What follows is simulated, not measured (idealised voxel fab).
The process module presented herein is designated voxel plated lines.
Cross-section cut spans 180 nm and uses square cells 5 nm in size.
The cross-sections in this document take the form of a grid made of square cells. They are written out as bands, in order from top to bottom. Each band consists of one or more rows of cells. The band entry comprises the height of the band's top followed by the height of its bottom, expressed in nm, and subsequently the band's materials from left to right, each stated together with its width in nm. Where a single material is marked with the word "all across", that material fills the band from edge to edge. The word "air" represents empty space. Counting heights begins at 0, where everything beneath is, in the wafer as received, one material. The lowest band has no bottom; it goes on downwards, as "0 and below" shows. Top row gets the first number, bottom row gets the second, and each row in between changes by the same step: that is how a band width like "30->40" works. Where a step carries "changes: none", the cross-section came out of it unchanged, cell for cell. Empty spaces counting at least 8 cells and having no open way to the top are listed in "Closed void register". The notation width x height at distance is used for each, the distance being from the left edge and all three values in nm. Read whatever lies past the settings on a step's line as the simulator's own remark about the step. The optional step-line setting "overlay nm" applies to steps with a mask and quantifies how far to the right of its planned location the mask lay, a negative value indicating leftward placement.
### Steps planned for the process
1 RECEIVE [material Si]
2 CONFORMAL_DEP [material SiN] [thk nm 10]
3 DIRECTIONAL_DEP [material TiN] [thk nm 5]
4 PATTERN [tone open] [mask id LINES] [material resist] [width nm 15] [pitch nm 40] [thk nm 30] [overlay nm 0]
5 EPI [material Ru] [thk nm 10]
6 EPI [material Ru] [thk nm 10]
7 STRIP [etch materials resist]
8 DIRECTIONAL_ETCH [etch materials TiN] [depth nm 5]
9 CONFORMAL_DEP [material SiCN] [thk nm 10]
### This is the cross-section of the wafer as we received it, i.e. after step 1
    0 and below  Si all across
    Closed void register: none
### Cross-section at module end, one run error; start and plan unchanged from above
    55 down to 45  air: 10  SiCN: 35  air: 5  SiCN: 35  air: 5  SiCN: 35  air: 5  SiCN: 35  air: 15
    45 down to 20  air: 10  SiCN: 10  Ru: 15  SiCN: 10  air: 5  SiCN: 10  Ru: 15  SiCN: 10  air: 5  SiCN: 10  Ru: 15  SiCN: 10  air: 5  SiCN: 10  Ru: 15  SiCN: 10  air: 15
    20 down to 15  SiCN: 20  Ru: 15  SiCN: 25  Ru: 15  SiCN: 25  Ru: 15  SiCN: 25  Ru: 15  SiCN: 25
    15 down to 10  SiCN: 20  TiN: 15  SiCN: 25  TiN: 15  SiCN: 25  TiN: 15  SiCN: 25  TiN: 15  SiCN: 25
    10 down to 0  SiN all across
    0 and below  Si all across
    Closed void register: none
Want to know what went wrong? one of steps 5 and 6 run twice (steps identical, which one unknown)
